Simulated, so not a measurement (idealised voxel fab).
process module | voxel trench capacitor
cross-section cut | 285 nm wide | cells 5 nm
A cross-section is a grid of square cells, given in bands from the top down. A band is one or more rows of cells.
Each band's line starts with the height of the band's top and of its bottom, in nm. Then come its materials from left to right, each with its width in nm. One material with "throughout" fills the band from edge to edge. "air" is empty space.
Height 0 is the level under which the wafer as received is all one material. The lowest band goes on downwards, as in "0 down".
A width such as "30 to 40" changes by the same amount from each row of cells to the next, from the band's top row to its bottom row.
"no change" after a step means that no cell of the cross-section changed.
closed voids: empty space of 8 cells or more with no open way to the top, each as width x height at its distance from the left edge, in nm
after a step's settings: what the simulator itself notes on the step
overlay nm, on a step with a mask: how far to the right of its planned place the mask lay; to the left if negative
plan
1 op RECEIVE | material Si
2 op CONFORMAL_DEP | material SiN | thk nm 10
3 op PATTERN | tone open | mask id TRENCH | material resist | width nm 20 | pitch nm 50 | thk nm 15 | overlay nm 0
4 op DIRECTIONAL_ETCH | etch materials SiN | depth nm 10
5 op DIRECTIONAL_ETCH | etch materials Si | depth nm 35
6 op STRIP | etch materials resist
7 op CONFORMAL_DEP | material SiO2 | thk nm 5
8 op FILL_DEP | material polySi | thk nm 5
9 op CMP | height nm 10
as received, after step 1
  0 down: Si throughout
  closed voids: none
first wafer at the end, as planned
  10 to 0: SiN 105 | SiO2 5 | polySi 10 | SiO2 5 | SiN 30 | SiO2 5 | polySi 10 | SiO2 5 | SiN 110
  0 to -30: Si 105 | SiO2 5 | polySi 10 | SiO2 5 | Si 30 | SiO2 5 | polySi 10 | SiO2 5 | Si 110
  -30 to -35: Si 105 | SiO2 20 | Si 30 | SiO2 20 | Si 110
  -35 down: Si throughout
  closed voids: none
second wafer at the end: like start, like plan, one mistake
  10 to 0: SiN 115 | SiO2 5 | polySi 10 | SiO2 5 | SiN 30 | SiO2 5 | polySi 10 | SiO2 5 | SiN 100
  0 to -30: Si 115 | SiO2 5 | polySi 10 | SiO2 5 | Si 30 | SiO2 5 | polySi 10 | SiO2 5 | Si 100
  -30 to -35: Si 115 | SiO2 20 | Si 30 | SiO2 20 | Si 100
  -35 down: Si throughout
  closed voids: none
what went wrong: step 3 ran as: op PATTERN | tone open | mask id TRENCH | material resist | width nm 20 | pitch nm 50 | thk nm 15 | overlay nm 10
at the end the second wafer has, in cells: as many of each material as the first, in other places
